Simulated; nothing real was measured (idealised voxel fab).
Documented hereafter: the process module known as voxel transistor to metal.
Displayed cross-section: cut, width of 145 nm, square cells sized 5 nm.
Throughout this document, each cross-section is represented as a grid of square cells and is presented as a sequence of bands enumerated from the top downward, where a band comprises one or more rows of cells.
This entry defines a band. It first specifies the height of the band's top and the height of its bottom in nm, and then specifies the band's materials from left to right, stating each material with its width in nm. The word "everywhere" identifies a single material that fills the band from edge to edge, while the word "blank" identifies empty space.
Height reference: 0 = level under which incoming wafer is all one material. Lowest band: no bottom, runs on downward, e.g. "0 -> down".
When a width is written as two numbers, as in "30 to 40", the first number is the width in the top row of cells of the band and the second is the width in its bottom row, and the width changes by the same amount from each row to the next.
Key: "no modifications" - step with no changed cell in the cross-section.
Fully sealed voids: empty space of 8 cells or more with no open way to the top, each as width x height at its distance from the left edge, in nm
The remark found on a step's line after its settings is issued by the simulator itself and pertains to that step.
For masked steps, "overlay nm" on the step line gives how far right of plan the mask actually lay; a minus sign means it lay to the left.
PLAN
1) RECEIVE, material Si
2) OXIDIZE, depth nm 5
3) CONFORMAL_DEP, material SiN, thk nm 10
4) DIRECTIONAL_DEP, material aC, thk nm 10
5) PATTERN, tone cover, mask id ACTIVE, material resist, width nm 115, thk nm 25, overlay nm 0
6) DIRECTIONAL_ETCH, etch materials aC, depth nm 10
7) STRIP, etch materials resist
8) DIRECTIONAL_ETCH, etch materials SiN, depth nm 10
9) DIRECTIONAL_ETCH, etch materials SiO2, depth nm 5
10) DIRECTIONAL_ETCH, etch materials Si, depth nm 20
11) STRIP, etch materials aC
12) FILL_DEP, material SiO2, thk nm 5
13) CMP, height nm 10
14) SELECTIVE_ETCH, etch materials SiO2, depth nm 5
15) STRIP, etch materials SiN
16) SELECTIVE_ETCH, etch materials SiO2, depth nm 5
17) OXIDIZE, depth nm 5
18) DIRECTIONAL_DEP, material polySi, thk nm 30
19) DIRECTIONAL_DEP, material SiCN, thk nm 15
20) PATTERN, tone cover, mask id GATE, material resist, width nm 25, thk nm 20, overlay nm 0
21) DIRECTIONAL_ETCH, etch materials SiCN, depth nm 25
22) DIRECTIONAL_ETCH, etch materials polySi, depth nm 40
23) STRIP, etch materials resist
24) CONFORMAL_DEP, material SiN, thk nm 5
25) DIRECTIONAL_ETCH, etch materials SiN, depth nm 5
26) DIRECTIONAL_ETCH, etch materials SiO2, depth nm 5
27) DIRECTIONAL_ETCH, etch materials Si, depth nm 10
28) EPI, material pSi, thk nm 10
29) FILL_DEP, material SiO2, thk nm 5
30) CMP, height nm 25
31) STRIP, etch materials polySi
32) SELECTIVE_ETCH, etch materials SiO2, depth nm 5
33) CONFORMAL_DEP, material HfO2, thk nm 5
34) CONFORMAL_DEP, material TiN, thk nm 5
35) FILL_DEP, material W, thk nm 10
36) CMP, height nm 20
37) DIRECTIONAL_DEP, material SiO2, thk nm 15
38) DIRECTIONAL_DEP, material aC, thk nm 15
39) PATTERN, tone open, mask id CONTACT, material resist, width nm 15, pitch nm 75, thk nm 35, overlay nm 0
40) DIRECTIONAL_ETCH, etch materials aC, depth nm 15
41) STRIP, etch materials resist
42) DIRECTIONAL_ETCH, etch materials SiO2, depth nm 45
43) STRIP, etch materials aC
44) CONFORMAL_DEP, material TiN, thk nm 5
45) FILL_DEP, material W, thk nm 10
46) CMP, height nm 35
47) CONFORMAL_DEP, material SiCN, thk nm 5
48) DIRECTIONAL_DEP, material lowk, thk nm 15
49) MASKED_ETCH, tone open, mask id METAL_1, width nm 20, pitch nm 75, etch materials lowk, depth nm 15, overlay nm 0
50) MASKED_ETCH, tone open, mask id METAL_1, width nm 20, pitch nm 75, etch materials SiCN, depth nm 5, overlay nm 0
51) CONFORMAL_DEP, material TiN, thk nm 5
52) FILL_DEP, material Ru, thk nm 10
53) CMP, height nm 55
54) EPI, material Ru, thk nm 5
55) FILL_DEP, material SiCN, thk nm 5
The value of width nm given for step 39 in the plan refers to the first wafer; the wafers vary in this setting and are alike at the start.
SO THIS IS THE FIRST OF SEVERAL WAFERS, CROSS-SECTIONED AS IT CAME TO US, MEANING IT'S AT THE END OF STEP 1
> 0 -> down | Si everywhere
> Fully sealed voids: none
THE CROSS-SECTION OF THE FIRST OF SEVERAL WAFERS IS GIVEN BELOW FOR THE END OF THE MODULE, AFTER ITS FINAL STEP, STEP 55
> 65 -> 60 | SiCN everywhere
> 60 -> 55 | 20 SiCN | 30 Ru | 45 SiCN | 30 Ru | 20 SiCN
> 55 -> 40 | 25 lowk | 5 TiN | 10 Ru | 5 TiN | 55 lowk | 5 TiN | 10 Ru | 5 TiN | 25 lowk
> 40 -> 35 | 25 SiCN | 20 TiN | 55 SiCN | 20 TiN | 25 SiCN
> 35 -> 20 | 30 SiO2 | 5 TiN | 5 W | 5 TiN | 60 SiO2 | 5 TiN | 5 W | 5 TiN | 25 SiO2
> 20 -> 0 | 30 SiO2 | 5 TiN | 5 W | 5 TiN | 10 SiO2 | 5 SiN | 5 HfO2 | 5 TiN | 5 W | 5 TiN | 5 HfO2 | 5 SiN | 15 SiO2 | 5 TiN | 5 W | 5 TiN | 25 SiO2
> 0 -> -5 | 10 SiO2 | 5 SiN | 15 SiO2 | 5 TiN | 5 W | 5 TiN | 10 pSi | 5 SiN | 5 HfO2 | 15 TiN | 5 HfO2 | 5 SiN | 10 pSi | 5 SiO2 | 5 TiN | 5 W | 5 TiN | 10 SiO2 | 5 SiN | 10 SiO2
> -5 -> -10 | 30 SiO2 | 15 TiN | 10 pSi | 35 HfO2 | 10 pSi | 5 SiO2 | 15 TiN | 25 SiO2
> -10 -> -20 | 15 SiO2 | 40 pSi | 35 Si | 40 pSi | 15 SiO2
> -20 -> -25 | 15 SiO2 | 115 Si | 15 SiO2
> -25 -> down | Si everywhere
> Fully sealed voids: none
CROSS-SECTION OF THE LAST WAFER AT END OF MODULE
> 65 -> 60 | SiCN everywhere
> 60 -> 55 | 20 SiCN | 30 Ru | 45 SiCN | 30 Ru | 20 SiCN
> 55 -> 40 | 25 lowk | 5 TiN | 10 Ru | 5 TiN | 55 lowk | 5 TiN | 10 Ru | 5 TiN | 25 lowk
> 40 -> 35 | 25 SiCN | 20 TiN | 55 SiCN | 20 TiN | 25 SiCN
> 35 -> 20 | 20 SiO2 | 5 TiN | 25 W | 5 TiN | 40 SiO2 | 5 TiN | 25 W | 5 TiN | 15 SiO2
> 20 -> 5 | 20 SiO2 | 5 TiN | 25 W | 5 TiN | 5 SiN | 5 HfO2 | 5 TiN | 5 W | 5 TiN | 5 HfO2 | 5 SiN | 5 SiO2 | 5 TiN | 25 W | 5 TiN | 15 SiO2
> 5 -> 0 | 20 SiO2 | 5 TiN | 15 W | 15 TiN | 5 SiN | 5 HfO2 | 5 TiN | 5 W | 5 TiN | 5 HfO2 | 5 SiN | 5 SiO2 | 10 TiN | 20 W | 5 TiN | 15 SiO2
> 0 -> -5 | 10 SiO2 | 5 SiN | 5 SiO2 | 5 TiN | 15 W | 5 TiN | 10 pSi | 5 SiN | 5 HfO2 | 15 TiN | 5 HfO2 | 5 SiN | 10 pSi | 5 TiN | 20 W | 5 TiN | 5 SiN | 10 SiO2
> -5 -> -10 | 20 SiO2 | 25 TiN | 10 pSi | 35 HfO2 | 10 pSi | 30 TiN | 15 SiO2
> -10 -> -20 | 15 SiO2 | 40 pSi | 35 Si | 40 pSi | 15 SiO2
> -20 -> -25 | 15 SiO2 | 115 Si | 15 SiO2
> -25 -> down | Si everywhere
> Fully sealed voids: none
TABULATED BELOW, WAFER BY WAFER, ARE THE END-OF-MODULE RESULTS: FOR EACH MATERIAL, THE NUMBER OF CELLS GAINED (+) OR LOST (-) RELATIVE TO THE AS-RECEIVED STATE, FOLLOWED BY THE CLOSED VOIDS
width nm 15; +17 HfO2; +24 Ru; -108 Si; +67 SiCN; +12 SiN; +173 SiO2; +69 TiN; +20 W; +63 lowk; +40 pSi; Fully sealed voids: none
width nm 20; +17 HfO2; +24 Ru; -108 Si; +67 SiCN; +12 SiN; +155 SiO2; +71 TiN; +36 W; +63 lowk; +40 pSi; Fully sealed voids: none
width nm 25; +17 HfO2; +24 Ru; -108 Si; +67 SiCN; +12 SiN; +139 SiO2; +73 TiN; +50 W; +63 lowk; +40 pSi; Fully sealed voids: none
width nm 30; +17 HfO2; +24 Ru; -108 Si; +67 SiCN; +12 SiN; +123 SiO2; +75 TiN; +64 W; +63 lowk; +40 pSi; Fully sealed voids: none
width nm 35; +17 HfO2; +24 Ru; -108 Si; +67 SiCN; +12 SiN; +107 SiO2; +77 TiN; +78 W; +63 lowk; +40 pSi; Fully sealed voids: none
